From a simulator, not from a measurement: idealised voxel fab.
This section sets out a process module, namely voxel wiring stack.
Section cut is 185 nm wide and gridded with 5 nm square cells.
When this document writes out a cross-section, it uses a grid of square cells and lists it as bands, beginning at the top and moving down, with a band standing for one or more rows of cells. Per band: top height and bottom height in nm, followed by the left-to-right materials and their widths in nm; "all across" marks a single material spanning edge to edge, "blank" marks empty space. Basically, 0 is our baseline, since under it the wafer straight out of the box is all one material. The bottom band has no lower end and keeps on going down, so it looks like "0 -> down". The notation "30..40" denotes a width that varies across the rows of cells in the band, beginning at the first number in the top row, finishing at the second number in the bottom row, and changing by an identical amount from each row to the next. "everything unchanged" -> step changed no cross-section cell. Each empty space that has no open way to the top and spans at least 8 cells appears under "Closed void inventory" as width x height at distance, the distance counted from the left edge, all in nm. Whatever follows a step's settings on its line is a remark the simulator itself makes about that step. A step's line can hold "overlay nm"; with a mask on that step, the setting says how far right of the planned place the mask lay, while a negative setting says it lay to the left.

## Planned step list for the process
1 RECEIVE (material Si)
2 CONFORMAL_DEP (material SiO2; thk nm 15)
3 DIRECTIONAL_DEP (material TiN; thk nm 5)
4 DIRECTIONAL_DEP (material Ru; thk nm 25)
5 PATTERN (tone cover; mask id METAL_1; material resist; width nm 30; pitch nm 45; thk nm 15; overlay nm -15)
6 DIRECTIONAL_ETCH (etch materials Ru; depth nm 25)
7 DIRECTIONAL_ETCH (etch materials TiN; depth nm 5)
8 STRIP (etch materials resist)
9 CONFORMAL_DEP (material SiCN; thk nm 5)
10 FILL_DEP (material SiO2; thk nm 5)
11 CMP (height nm 45)
12 CONFORMAL_DEP (material SiCN; thk nm 5)
13 DIRECTIONAL_DEP (material lowk; thk nm 10)
14 DIRECTIONAL_DEP (material aC; thk nm 15)
15 PATTERN (tone open; mask id PLUG_1; material resist; width nm 15; pitch nm 90; thk nm 30; overlay nm 0)
16 DIRECTIONAL_ETCH (etch materials aC; depth nm 15)
17 STRIP (etch materials resist)
18 DIRECTIONAL_ETCH (etch materials lowk; depth nm 10)
19 DIRECTIONAL_ETCH (etch materials SiCN; depth nm 5)
20 STRIP (etch materials aC)
21 EPI (material Ru; thk nm 10)
22 EPI (material Ru; thk nm 5)
23 CONFORMAL_DEP (material SiN; thk nm 5)
24 DIRECTIONAL_DEP (material lowk; thk nm 25)
25 MASKED_ETCH (tone open; mask id METAL_2; width nm 30; pitch nm 45; etch materials lowk; depth nm 25; overlay nm 0)
26 MASKED_ETCH (tone open; mask id METAL_2; width nm 30; pitch nm 45; etch materials SiN; depth nm 5; overlay nm 0)
27 CONFORMAL_DEP (material TiN; thk nm 5)
28 FILL_DEP (material Cu; thk nm 5)
29 CMP (height nm 90)
30 EPI (material Ru; thk nm 5)
31 FILL_DEP (material SiCN; thk nm 5)
32 DIRECTIONAL_DEP (material lowk; thk nm 25)
33 DIRECTIONAL_DEP (material aC; thk nm 15)
34 PATTERN (tone open; mask id METAL_3_HOLES; material resist; width nm 15; pitch nm 45; thk nm 35; overlay nm 0)
35 DIRECTIONAL_ETCH (etch materials aC; depth nm 15)
36 STRIP (etch materials resist)
37 DIRECTIONAL_ETCH (etch materials lowk; depth nm 25)
38 STRIP (etch materials aC)
39 DIRECTIONAL_DEP (material aC; thk nm 10)
40 PATTERN (tone open; mask id METAL_3; material resist; width nm 30; pitch nm 45; thk nm 30; overlay nm 0)
41 DIRECTIONAL_ETCH (etch materials aC; depth nm 10)
42 STRIP (etch materials resist)
43 DIRECTIONAL_ETCH (etch materials lowk; depth nm 15)
44 DIRECTIONAL_ETCH (etch materials SiCN; depth nm 5)
45 STRIP (etch materials aC)
46 CONFORMAL_DEP (material TiN; thk nm 5)
47 FILL_DEP (material Cu; thk nm 10)
48 CMP (height nm 125)
49 CONFORMAL_DEP (material SiN; thk nm 5)
What sets these wafers apart? The overlay nm at step 5. They all start alike, and the plan carries the first wafer's value.

## After step 1, as received: first of several wafers, cross-section
* 0 -> down  Si all across
* Closed void inventory: none

## Per-wafer rows below. For each material: cells gained (+) or lost (-) since the wafer was received, as of end of module. Then: closed voids
overlay nm -15; +93 Cu; +132 Ru; +121 SiCN; +56 SiN; +176 SiO2; +114 TiN; +270 lowk; Closed void inventory: none
overlay nm -10; +93 Cu; +132 Ru; +121 SiCN; +56 SiN; +176 SiO2; +114 TiN; +270 lowk; Closed void inventory: none
overlay nm -5; +93 Cu; +132 Ru; +121 SiCN; +56 SiN; +176 SiO2; +114 TiN; +270 lowk; Closed void inventory: none
overlay nm 0; +93 Cu; +132 Ru; +121 SiCN; +56 SiN; +176 SiO2; +114 TiN; +270 lowk; Closed void inventory: none
overlay nm 5; +93 Cu; +132 Ru; +121 SiCN; +56 SiN; +176 SiO2; +114 TiN; +270 lowk; Closed void inventory: none
overlay nm 10; +93 Cu; +132 Ru; +121 SiCN; +56 SiN; +176 SiO2; +114 TiN; +270 lowk; Closed void inventory: none
overlay nm 15; +93 Cu; +114 Ru; +121 SiCN; +68 SiN; +176 SiO2; +120 TiN; +270 lowk; Closed void inventory: none
